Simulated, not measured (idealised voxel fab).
The process module presented herein is designated voxel self aligned contacts.
For reference, the cross-section in this document is cut, with width 230 nm and square cells of 5 nm.
For the purposes of this document, a cross-section shall be understood as a grid of square cells, specified as bands listed in top-to-bottom order, each band consisting of one or more rows of cells. For a band, the entry starts with two heights in nm, that of the top and then that of the bottom, and carries on with the band's materials in order from left to right, each alongside its width in nm; the word "everywhere" beside a single material means it fills the band edge to edge, and "empty" means empty space. It should be noted that heights are counted from 0, beneath which the wafer as supplied is of one material throughout, and that the lowest band possesses no lower boundary but continues downward, as written in "0 nm and below". A width given as "30->40" starts at the first number in the band's top row and ends at the second number in its bottom row, shifting by an equal amount at every step from row to row. "left unchanged" means the step left every cell of the cross-section as it was. "Voids, fully enclosed" lists enclosed empty spaces (at least 8 cells, no open path upward to the top), each as width x height at distance from the left edge, in nm. The remark found on a step's line after its settings is issued by the simulator itself and pertains to that step. overlay nm, on a step with a mask: how far to the right of its planned place the mask lay; to the left if negative.

The planned process steps are enumerated hereunder:
- 1: RECEIVE with material Si
- 2: CONFORMAL_DEP with material SiO2, thk nm 5
- 3: DIRECTIONAL_DEP with material polySi, thk nm 20
- 4: DIRECTIONAL_DEP with material SiN, thk nm 15
- 5: DIRECTIONAL_DEP with material aC, thk nm 15
- 6: PATTERN with tone cover, mask id GATE, material resist, width nm 25, pitch nm 50, thk nm 30, overlay nm 0
- 7: DIRECTIONAL_ETCH with etch materials aC, depth nm 15
- 8: STRIP with etch materials resist
- 9: DIRECTIONAL_ETCH with etch materials SiN, depth nm 15
- 10: DIRECTIONAL_ETCH with etch materials polySi, depth nm 20
- 11: STRIP with etch materials aC
- 12: CONFORMAL_DEP with material SiN, thk nm 5
- 13: DIRECTIONAL_ETCH with etch materials SiN, depth nm 5
- 14: FILL_DEP with material SiO2, thk nm 15
- 15: CMP with height nm 50
- 16: PATTERN with tone open, mask id CONTACT, material resist, width nm 35, thk nm 15, overlay nm 0
- 17: DIRECTIONAL_ETCH with etch materials SiO2, depth nm 50
- 18: STRIP with etch materials resist
- 19: CONFORMAL_DEP with material TiN, thk nm 5
- 20: FILL_DEP with material Ru, thk nm 10
- 21: CMP with height nm 50
- 22: CONFORMAL_DEP with material SiN, thk nm 5

As-received wafer cross-section (after step 1):
	0 nm and below: Si everywhere
	Voids, fully enclosed: none

Looking at the first of two wafers in cross-section at end of module - ran to plan:
	55 nm to 50 nm: SiN everywhere
	50 nm to 40 nm: 95 nm SiO2, 5->15 nm TiN, 25->5 nm Ru, 5->15 nm TiN, 100 nm SiO2
	40 nm to 25 nm: 70 nm SiO2, 35 nm SiN, 5 nm TiN, 5 nm Ru, 5 nm TiN, 35 nm SiN, 75 nm SiO2
	25 nm to 5 nm: 70 nm SiO2, 5 nm SiN, 25 nm polySi, 5 nm SiN, 5 nm TiN, 5 nm Ru, 5 nm TiN, 5 nm SiN, 25 nm polySi, 5 nm SiN, 75 nm SiO2
	5 nm to 0 nm: 105 nm SiO2, 15 nm TiN, 110 nm SiO2
	0 nm and below: Si everywhere
	Voids, fully enclosed: none

Module end: cross-section of wafer two of two. Same start and process plan as the first wafer. One mistake during execution:
	55 nm to 50 nm: SiN everywhere
	50 nm to 45 nm: 95 nm SiO2, 5 nm TiN, 25 nm Ru, 5 nm TiN, 100 nm SiO2
	45 nm to 40 nm: 95 nm SiO2, 35 nm TiN, 100 nm SiO2
	40 nm to 25 nm: 70 nm SiO2, 40 nm SiN, 10 nm TiN, 40 nm SiN, 70 nm SiO2
	25 nm to 5 nm: 70 nm SiO2, 5 nm SiN, 30 nm polySi, 5 nm SiN, 10 nm TiN, 5 nm SiN, 30 nm polySi, 5 nm SiN, 70 nm SiO2
	5 nm to 0 nm: 110 nm SiO2, 10 nm TiN, 110 nm SiO2
	0 nm and below: Si everywhere
	Voids, fully enclosed: none
Error vs. plan: rather than as planned, step 6 actually ran as PATTERN with tone cover, mask id GATE, material resist, width nm 30, pitch nm 50, thk nm 30, overlay nm 0
Final difference in cells, second wafer against first, listed per material as more or fewer: Ru -8, SiN +6, SiO2 -6, polySi +8
